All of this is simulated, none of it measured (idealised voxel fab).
process module | voxel transistor to metal
cross-section cut | 270 nm wide | cells 5 nm
A cross-section is a grid of square cells, given in bands from the top down. A band is one or more rows of cells.
Each band's line starts with the height of the band's top and of its bottom, in nm. Then come its materials from left to right, each with its width in nm. One material with "throughout" fills the band from edge to edge. "air" is empty space.
Height 0 is the level under which the wafer as received is all one material. The lowest band goes on downwards, as in "0 down".
A width such as "30 to 40" changes by the same amount from each row of cells to the next, from the band's top row to its bottom row.
"no change" after a step means that no cell of the cross-section changed.
closed voids: empty space of 8 cells or more with no open way to the top, each as width x height at its distance from the left edge, in nm
after a step's settings: what the simulator itself notes on the step
overlay nm, on a step with a mask: how far to the right of its planned place the mask lay; to the left if negative
plan
1 op RECEIVE | material Si
2 op OXIDIZE | depth nm 5
3 op CONFORMAL_DEP | material SiN | thk nm 15
4 op DIRECTIONAL_DEP | material aC | thk nm 10
5 op PATTERN | tone cover | mask id ACTIVE | material resist | width nm 105 | pitch nm 125 | thk nm 30 | overlay nm 0
6 op DIRECTIONAL_ETCH | etch materials aC | depth nm 10
7 op STRIP | etch materials resist
8 op DIRECTIONAL_ETCH | etch materials SiN | depth nm 15
9 op DIRECTIONAL_ETCH | etch materials SiO2 | depth nm 5
10 op DIRECTIONAL_ETCH | etch materials Si | depth nm 30
11 op STRIP | etch materials aC
12 op FILL_DEP | material SiO2 | thk nm 10
13 op CMP | height nm 15
14 op SELECTIVE_ETCH | etch materials SiO2 | depth nm 15
15 op STRIP | etch materials SiN
16 op SELECTIVE_ETCH | etch materials SiO2 | depth nm 5
17 op OXIDIZE | depth nm 5
18 op DIRECTIONAL_DEP | material polySi | thk nm 20
19 op DIRECTIONAL_DEP | material SiCN | thk nm 15
20 op MASKED_ETCH | tone cover | mask id GATE | width nm 25 | pitch nm 125 | etch materials SiCN | depth nm 25 | overlay nm 0
21 op MASKED_ETCH | tone cover | mask id GATE | width nm 25 | pitch nm 125 | etch materials polySi | depth nm 30 | overlay nm 0
22 op CONFORMAL_DEP | material SiO2 | thk nm 5
23 op DIRECTIONAL_ETCH | etch materials SiO2 | depth nm 5
24 op CONFORMAL_DEP | material SiN | thk nm 5
25 op DIRECTIONAL_ETCH | etch materials SiN | depth nm 5
26 op DIRECTIONAL_ETCH | etch materials SiO2 | depth nm 5
27 op EPI | material nSi | thk nm 5
28 op FILL_DEP | material SiO2 | thk nm 10
29 op CMP | height nm 30
30 op DIRECTIONAL_DEP | material SiO2 | thk nm 15
31 op DIRECTIONAL_DEP | material aC | thk nm 15
32 op PATTERN | tone open | mask id CONTACT | material resist | width nm 30 | thk nm 35 | overlay nm 0
33 op DIRECTIONAL_ETCH | etch materials aC | depth nm 15
34 op STRIP | etch materials resist
35 op DIRECTIONAL_ETCH | etch materials SiO2 | depth nm 50
36 op STRIP | etch materials aC
37 op CONFORMAL_DEP | material TiN | thk nm 5
38 op FILL_DEP | material Ru | thk nm 10
39 op CMP | height nm 45
40 op DIRECTIONAL_DEP | material TiN | thk nm 5
41 op DIRECTIONAL_DEP | material W | thk nm 25
42 op MASKED_ETCH | tone cover | mask id METAL_1 | width nm 20 | etch materials W | depth nm 25 | overlay nm 0
43 op MASKED_ETCH | tone cover | mask id METAL_1 | width nm 20 | etch materials TiN | depth nm 5 | overlay nm 0
44 op FILL_DEP | material lowk | thk nm 5
45 op CMP | height nm 75
46 op CONFORMAL_DEP | material SiN | thk nm 5
as received, after step 1
  0 down: Si throughout
  closed voids: none
first wafer at the end, as planned
  80 to 75: SiN throughout
  75 to 50: lowk 25 | W 20 | lowk 55 | W 20 | lowk 30 | W 20 | lowk 55 | W 20 | lowk 25
  50 to 45: lowk 25 | TiN 20 | lowk 55 | TiN 20 | lowk 30 | TiN 20 | lowk 55 | TiN 20 | lowk 25
  45 to 35: SiO2 25 | TiN 5 | Ru 20 | TiN 5 | SiO2 35 | TiN 5 | Ru 20 | TiN 5 | SiO2 30 | TiN 5 | Ru 20 | TiN 5 | SiO2 35 | TiN 5 | Ru 20 | TiN 5 | SiO2 25
  35 to 30: SiO2 25 | TiN 5 | Ru 15 | TiN 10 | SiO2 35 | TiN 10 | Ru 15 | TiN 5 | SiO2 30 | TiN 5 | Ru 15 | TiN 10 | SiO2 35 | TiN 10 | Ru 15 | TiN 5 | SiO2 25
  30 to 15: SiO2 25 | TiN 5 | Ru 15 | TiN 5 | SiN 5 | SiO2 5 | SiCN 25 | SiO2 5 | SiN 5 | TiN 5 | Ru 15 | TiN 5 | SiO2 30 | TiN 5 | Ru 15 | TiN 5 | SiN 5 | SiO2 5 | SiCN 25 | SiO2 5 | SiN 5 | TiN 5 | Ru 15 | TiN 5 | SiO2 25
  15 to 0: SiO2 25 | TiN 5 | Ru 15 | TiN 5 | SiN 5 | SiO2 5 | polySi 25 | SiO2 5 | SiN 5 | TiN 5 | Ru 15 | TiN 5 | SiO2 30 | TiN 5 | Ru 15 | TiN 5 | SiN 5 | SiO2 5 | polySi 25 | SiO2 5 | SiN 5 | TiN 5 | Ru 15 | TiN 5 | SiO2 25
  0 to -5: SiO2 25 | TiN 25 | SiN 5 | SiO2 5 | polySi 25 | SiO2 5 | SiN 5 | TiN 25 | SiO2 30 | TiN 25 | SiN 5 | SiO2 5 | polySi 25 | SiO2 5 | SiN 5 | TiN 25 | SiO2 25
  -5 to -10: SiO2 15 | nSi 35 | SiO2 45 | nSi 35 | SiO2 10 | nSi 35 | SiO2 45 | nSi 35 | SiO2 15
  -10 to -35: SiO2 20 | Si 105 | SiO2 20 | Si 105 | SiO2 20
  -35 down: Si throughout
  closed voids: none
second wafer at the end: like start, like plan, one mistake
  80 to 75: SiN throughout
  75 to 60: lowk 25 | W 20 | lowk 55 | W 20 | lowk 30 | W 20 | lowk 55 | W 20 | lowk 25
  60 to 55: lowk 25 | TiN 20 | lowk 55 | TiN 20 | lowk 30 | TiN 20 | lowk 55 | TiN 20 | lowk 25
  55 to 45: TiN throughout
  45 to 35: SiO2 25 | TiN 5 | Ru 20 | TiN 5 | SiO2 35 | TiN 5 | Ru 20 | TiN 5 | SiO2 30 | TiN 5 | Ru 20 | TiN 5 | SiO2 35 | TiN 5 | Ru 20 | TiN 5 | SiO2 25
  35 to 30: SiO2 25 | TiN 5 | Ru 15 | TiN 10 | SiO2 35 | TiN 10 | Ru 15 | TiN 5 | SiO2 30 | TiN 5 | Ru 15 | TiN 10 | SiO2 35 | TiN 10 | Ru 15 | TiN 5 | SiO2 25
  30 to 15: SiO2 25 | TiN 5 | Ru 15 | TiN 5 | SiN 5 | SiO2 5 | SiCN 25 | SiO2 5 | SiN 5 | TiN 5 | Ru 15 | TiN 5 | SiO2 30 | TiN 5 | Ru 15 | TiN 5 | SiN 5 | SiO2 5 | SiCN 25 | SiO2 5 | SiN 5 | TiN 5 | Ru 15 | TiN 5 | SiO2 25
  15 to 0: SiO2 25 | TiN 5 | Ru 15 | TiN 5 | SiN 5 | SiO2 5 | polySi 25 | SiO2 5 | SiN 5 | TiN 5 | Ru 15 | TiN 5 | SiO2 30 | TiN 5 | Ru 15 | TiN 5 | SiN 5 | SiO2 5 | polySi 25 | SiO2 5 | SiN 5 | TiN 5 | Ru 15 | TiN 5 | SiO2 25
  0 to -5: SiO2 25 | TiN 25 | SiN 5 | SiO2 5 | polySi 25 | SiO2 5 | SiN 5 | TiN 25 | SiO2 30 | TiN 25 | SiN 5 | SiO2 5 | polySi 25 | SiO2 5 | SiN 5 | TiN 25 | SiO2 25
  -5 to -10: SiO2 15 | nSi 35 | SiO2 45 | nSi 35 | SiO2 10 | nSi 35 | SiO2 45 | nSi 35 | SiO2 15
  -10 to -35: SiO2 20 | Si 105 | SiO2 20 | Si 105 | SiO2 20
  -35 down: Si throughout
  closed voids: none
what went wrong: step 40 ran as: op DIRECTIONAL_DEP | material TiN | thk nm 15
at the end the second wafer has, in cells: 108 more of TiN | 32 fewer of W | 76 fewer of lowk
